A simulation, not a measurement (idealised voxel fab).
A process module follows: voxel wiring stack.
This is section cut - it's 155 nm across, gridded in 5 nm square cells.
A cross-section in this document is a grid of square cells, and it is written down as bands, the top band listed before the ones below it; a band is made up of one or more rows of cells.
Per band: top height and bottom height in nm, followed by the left-to-right materials and their widths in nm; "everywhere" marks a single material spanning edge to edge, "empty" marks empty space.
Basically, 0 is our baseline, since under it the wafer straight out of the box is all one material. The bottom band has no lower end and keeps on going down, so it looks like "from 0 down".
Read "30 to 40" as a graded width: first number on top, second number at the bottom, same change between each pair of neighbouring rows.
Basically "remained the same" means that step didn't change any cell in the cross-section.
Enclosed voids (no open way to top), threshold 8 cells or more, entry "Cavities, sealed", notation width x height at distance, distance from left edge, nm.
On each step's line, the part that comes after the settings is the simulator's own comment on the step.
Regarding "overlay nm": on a step with a mask, it is the distance the mask lay to the right of its planned place; a negative value places it to the left.
PROCESS STEPS - PLAN
1: RECEIVE, material Si
2: CONFORMAL_DEP, material SiO2, thk nm 15
3: DIRECTIONAL_DEP, material TiN, thk nm 5
4: DIRECTIONAL_DEP, material W, thk nm 20
5: PATTERN, tone cover, mask id METAL_1, material resist, width nm 20, pitch nm 50, thk nm 20, overlay nm 0
6: DIRECTIONAL_ETCH, etch materials W, depth nm 20
7: DIRECTIONAL_ETCH, etch materials TiN, depth nm 5
8: STRIP, etch materials resist
9: CONFORMAL_DEP, material SiCN, thk nm 5
10: FILL_DEP, material lowk, thk nm 10
11: CMP, height nm 40
12: CONFORMAL_DEP, material SiCN, thk nm 5
13: DIRECTIONAL_DEP, material SiO2, thk nm 35
14: DIRECTIONAL_DEP, material aC, thk nm 10
15: PATTERN, tone open, mask id METAL_2, material resist, width nm 20, pitch nm 50, thk nm 25, overlay nm 0
16: DIRECTIONAL_ETCH, etch materials aC, depth nm 10
17: STRIP, etch materials resist
18: DIRECTIONAL_ETCH, etch materials SiO2, depth nm 20
19: STRIP, etch materials aC
20: PATTERN, tone open, mask id METAL_2_HOLES, material resist, width nm 15, thk nm 20, overlay nm 0
21: DIRECTIONAL_ETCH, etch materials SiO2, depth nm 15
22: DIRECTIONAL_ETCH, etch materials SiCN, depth nm 5
23: STRIP, etch materials resist
24: CONFORMAL_DEP, material TiN, thk nm 5
25: FILL_DEP, material Cu, thk nm 10
26: CMP, height nm 80
27: CONFORMAL_DEP, material SiN, thk nm 5
THIS IS THE CROSS-SECTION OF THE WAFER AS WE RECEIVED IT, I.E. AFTER STEP 1
* from 0 down = Si everywhere
* Cavities, sealed: none
WAFER AT MODULE END, IN SECTION. BEGAN AS ABOVE, PLANNED AS ABOVE, RUN WITH ONE MISTAKE
* from 85 to 80 = SiN everywhere
* from 80 to 55 = SiO2 40 nm / TiN 5 nm / Cu 10 nm / TiN 5 nm / SiO2 30 nm / TiN 5 nm / Cu 10 nm / TiN 5 nm / SiO2 45 nm
* from 55 to 50 = SiO2 40 nm / TiN 5 nm / Cu 5 nm / TiN 10 nm / SiO2 30 nm / TiN 20 nm / SiO2 45 nm
* from 50 to 45 = SiO2 40 nm / TiN 5 nm / Cu 5 nm / TiN 5 nm / SiO2 100 nm
* from 45 to 40 = SiCN 40 nm / TiN 15 nm / SiCN 100 nm
* from 40 to 20 = lowk 35 nm / SiCN 5 nm / W 20 nm / SiCN 5 nm / lowk 20 nm / SiCN 5 nm / W 20 nm / SiCN 5 nm / lowk 40 nm
* from 20 to 15 = SiCN 40 nm / TiN 20 nm / SiCN 30 nm / TiN 20 nm / SiCN 45 nm
* from 15 to 0 = SiO2 everywhere
* from 0 down = Si everywhere
* Cavities, sealed: none
The mistake made against the process plan was this: step 18 did not use the planned setting and instead ran as DIRECTIONAL_ETCH, etch materials SiO2, depth nm 30
